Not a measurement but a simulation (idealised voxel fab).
The process module that follows is named voxel gate over fins.
Square cells of 5 nm make up the cross-section cut, whose width is 295 nm.
Square cells in a grid make up a cross-section in this document, and the grid is given as bands, listed from the top down, each one or more rows of cells. Per band: top height and bottom height in nm, followed by the left-to-right materials and their widths in nm; "all across" marks a single material spanning edge to edge, "empty" marks empty space. Height 0 is the level under which the wafer as received is all one material. The lowest band goes on downwards, as in "0 and below". With a width like "30..40", each row of cells in the band differs from the next by the same amount, the top row carrying the first number and the bottom row the second. Given "no change" for a step, no cell of the cross-section differs between before and after that step. Empty spaces without an open route to the top, at least 8 cells in extent, make up the entry "Completely enclosed voids"; each is given as width x height at distance, where the distance is measured from the left edge, and all are in nm. Whatever follows a step's settings on its line is a remark the simulator itself makes about that step. overlay nm, on a step with a mask: how far to the right of its planned place the mask lay; to the left if negative.
## The planned process steps are enumerated hereunder
step 1: RECEIVE: material Si
step 2: CONFORMAL_DEP: material SiN, thk nm 10
step 3: PATTERN: tone cover, mask id FINS, material resist, width nm 15, pitch nm 45, thk nm 20, overlay nm 0
step 4: DIRECTIONAL_ETCH: etch materials SiN, depth nm 10
step 5: DIRECTIONAL_ETCH: etch materials Si, depth nm 40
step 6: STRIP: etch materials resist
step 7: OXIDIZE: depth nm 5
step 8: FILL_DEP: material SiO2, thk nm 15
step 9: CMP: height nm 10
step 10: SELECTIVE_ETCH: etch materials SiO2, depth nm 20
step 11: STRIP: etch materials SiN
step 12: CONFORMAL_DEP: material HfO2, thk nm 5
step 13: CONFORMAL_DEP: material TiN, thk nm 5
step 14: FILL_DEP: material W, thk nm 10
step 15: CMP: height nm 15
step 16: CONFORMAL_DEP: material SiN, thk nm 10
## Shown in cross-section is the wafer as received, that is, as it stands after step 1
0 and below: Si all across
Completely enclosed voids: none
## As-planned run: cross-section of the first of two wafers at end of module
25 down to 15: SiN all across
15 down to 10: W all across
10 down to 5: W: 110 / TiN: 25 / W: 20 / TiN: 25 / W: 115
5 down to 0: W: 110 / TiN: 5 / HfO2: 15 / TiN: 5 / W: 20 / TiN: 5 / HfO2: 15 / TiN: 5 / W: 115
0 down to -5: TiN: 115 / HfO2: 5 / Si: 5 / HfO2: 5 / TiN: 30 / HfO2: 5 / Si: 5 / HfO2: 5 / TiN: 120
-5 down to -10: HfO2: 120 / Si: 5 / HfO2: 40 / Si: 5 / HfO2: 125
-10 down to -45: SiO2: 120 / Si: 5 / SiO2: 40 / Si: 5 / SiO2: 125
-45 and below: Si all across
Completely enclosed voids: none
## Wafer two (of two), end-of-module cross-section: start = wafer one, plan = wafer one, one run mistake
25 down to 15: SiN all across
15 down to 10: W all across
10 down to 5: W: 110 / HfO2: 25 / W: 20 / HfO2: 25 / W: 115
5 down to 0: W: 110 / HfO2: 5 / TiN: 15 / HfO2: 5 / W: 20 / HfO2: 5 / TiN: 15 / HfO2: 5 / W: 115
0 down to -5: HfO2: 115 / TiN: 5 / Si: 5 / TiN: 5 / HfO2: 30 / TiN: 5 / Si: 5 / TiN: 5 / HfO2: 120
-5 down to -10: TiN: 120 / Si: 5 / TiN: 40 / Si: 5 / TiN: 125
-10 down to -45: SiO2: 120 / Si: 5 / SiO2: 40 / Si: 5 / SiO2: 125
-45 and below: Si all across
Completely enclosed voids: none
It is concluded that the wafer was processed incorrectly with respect to the plan, in that a sequencing error occurred in which plan steps 12 and 13 were transposed
Both wafers, final: cells per material equal; arrangement not.
